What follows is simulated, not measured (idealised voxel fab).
Process module heading - voxel transistor to metal
cross-section cut | 210 nm wide | cells 5 nm
In what follows, cross-sections appear as grids of square cells, described through bands that run from the top down, where every band is one or more rows of cells. Within each band entry, the heights of the top and of the bottom of the band appear first, in that order and in nm; the materials of the band then follow from left to right, each with its corresponding width in nm. The designation "full width" on a single material indicates that it fills the band from edge to edge; the designation "air" indicates empty space. Heads up on the height convention: 0 is the point under which the incoming wafer is all one material, and the lowest band has no bottom, it just keeps going down, like "0..down". It should be noted that a width expressed as "30->40" varies in equal increments from row to row of cells within the band, taking the value of the first number at the top row and that of the second number at the bottom row. Basically "all unchanged" means that step didn't change any cell in the cross-section. "Fully enclosed voids" contains a list of empty spaces, each no smaller than 8 cells and without an open way to the top, written in the form width x height at distance with the distance from the left edge and all three in nm. Anything after a step's settings on that line? It's the simulator's own note about the step. overlay nm: how far to the right of its planned place the mask lay on this masked step (negative: to the left).
## Steps in the process plan
step 1: RECEIVE (material Si)
step 2: OXIDIZE (depth nm 5)
step 3: CONFORMAL_DEP (material SiN; thk nm 15)
step 4: MASKED_ETCH (tone cover; mask id ACTIVE; width nm 115; etch materials SiN; depth nm 15; overlay nm 0)
step 5: MASKED_ETCH (tone cover; mask id ACTIVE; width nm 115; etch materials SiO2; depth nm 5; overlay nm 0)
step 6: MASKED_ETCH (tone cover; mask id ACTIVE; width nm 115; etch materials Si; depth nm 25; overlay nm 0)
step 7: OXIDIZE (depth nm 5)
step 8: FILL_DEP (material SiO2; thk nm 15)
step 9: CMP (height nm 15)
step 10: SELECTIVE_ETCH (etch materials SiO2; depth nm 10)
step 11: STRIP (etch materials SiN)
step 12: SELECTIVE_ETCH (etch materials SiO2; depth nm 5)
step 13: OXIDIZE (depth nm 5)
step 14: DIRECTIONAL_DEP (material polySi; thk nm 25)
step 15: DIRECTIONAL_DEP (material SiCN; thk nm 10)
step 16: DIRECTIONAL_DEP (material aC; thk nm 10)
step 17: PATTERN (tone cover; mask id GATE; material resist; width nm 15; thk nm 25; overlay nm 0)
step 18: DIRECTIONAL_ETCH (etch materials aC; depth nm 10)
step 19: STRIP (etch materials resist)
step 20: DIRECTIONAL_ETCH (etch materials SiCN; depth nm 20)
step 21: DIRECTIONAL_ETCH (etch materials polySi; depth nm 35)
step 22: STRIP (etch materials aC)
step 23: CONFORMAL_DEP (material SiN; thk nm 10)
step 24: DIRECTIONAL_ETCH (etch materials SiN; depth nm 10)
step 25: DIRECTIONAL_ETCH (etch materials SiO2; depth nm 5)
step 26: DIRECTIONAL_ETCH (etch materials Si; depth nm 10)
step 27: EPI (material nSi; thk nm 15)
step 28: FILL_DEP (material SiO2; thk nm 5)
step 29: CMP (height nm 30)
step 30: DIRECTIONAL_DEP (material SiO2; thk nm 15)
step 31: DIRECTIONAL_DEP (material aC; thk nm 10)
step 32: PATTERN (tone open; mask id CONTACT; material resist; width nm 20; pitch nm 75; thk nm 30; overlay nm 0)
step 33: DIRECTIONAL_ETCH (etch materials aC; depth nm 5)
step 34: STRIP (etch materials resist)
step 35: DIRECTIONAL_ETCH (etch materials SiO2; depth nm 50)
step 36: STRIP (etch materials aC)
step 37: CONFORMAL_DEP (material TiN; thk nm 5)
step 38: FILL_DEP (material W; thk nm 5)
step 39: CMP (height nm 45)
step 40: CONFORMAL_DEP (material SiCN; thk nm 5)
step 41: DIRECTIONAL_DEP (material lowk; thk nm 25)
step 42: PATTERN (tone open; mask id METAL_1; material resist; width nm 20; pitch nm 75; thk nm 15; overlay nm 0)
step 43: DIRECTIONAL_ETCH (etch materials lowk; depth nm 25)
step 44: DIRECTIONAL_ETCH (etch materials SiCN; depth nm 5)
step 45: STRIP (etch materials resist)
step 46: CONFORMAL_DEP (material TiN; thk nm 5)
step 47: FILL_DEP (material Ru; thk nm 10)
step 48: CMP (height nm 75)
step 49: CONFORMAL_DEP (material SiN; thk nm 5)
Don't read the plan's depth nm for step 33 as applying to every wafer: that's the first wafer's value, and the wafers differ in it, though they all start identical.
## Cross-section: the first of several wafers in its as-received state, i.e. following step 1
- 0..down: Si full width
- Fully enclosed voids: none
## Wafer rows, end of module: cells per material gained (+) or lost (-) since receipt; closed voids last
depth nm 5, +20 Ru, -217 Si, +40 SiCN, +74 SiN, +488 SiO2, +28 TiN, +170 lowk, +54 nSi, +15 polySi, Fully enclosed voids: none
depth nm 10, +20 Ru, -217 Si, +40 SiCN, +74 SiN, +412 SiO2, +72 TiN, +32 W, +170 lowk, +54 nSi, +15 polySi, Fully enclosed voids: none
depth nm 15, +20 Ru, -217 Si, +40 SiCN, +74 SiN, +412 SiO2, +72 TiN, +32 W, +170 lowk, +54 nSi, +15 polySi, Fully enclosed voids: none
depth nm 20, +20 Ru, -217 Si, +40 SiCN, +74 SiN, +412 SiO2, +72 TiN, +32 W, +170 lowk, +54 nSi, +15 polySi, Fully enclosed voids: none
depth nm 25, +20 Ru, -217 Si, +40 SiCN, +74 SiN, +412 SiO2, +72 TiN, +32 W, +170 lowk, +54 nSi, +15 polySi, Fully enclosed voids: none
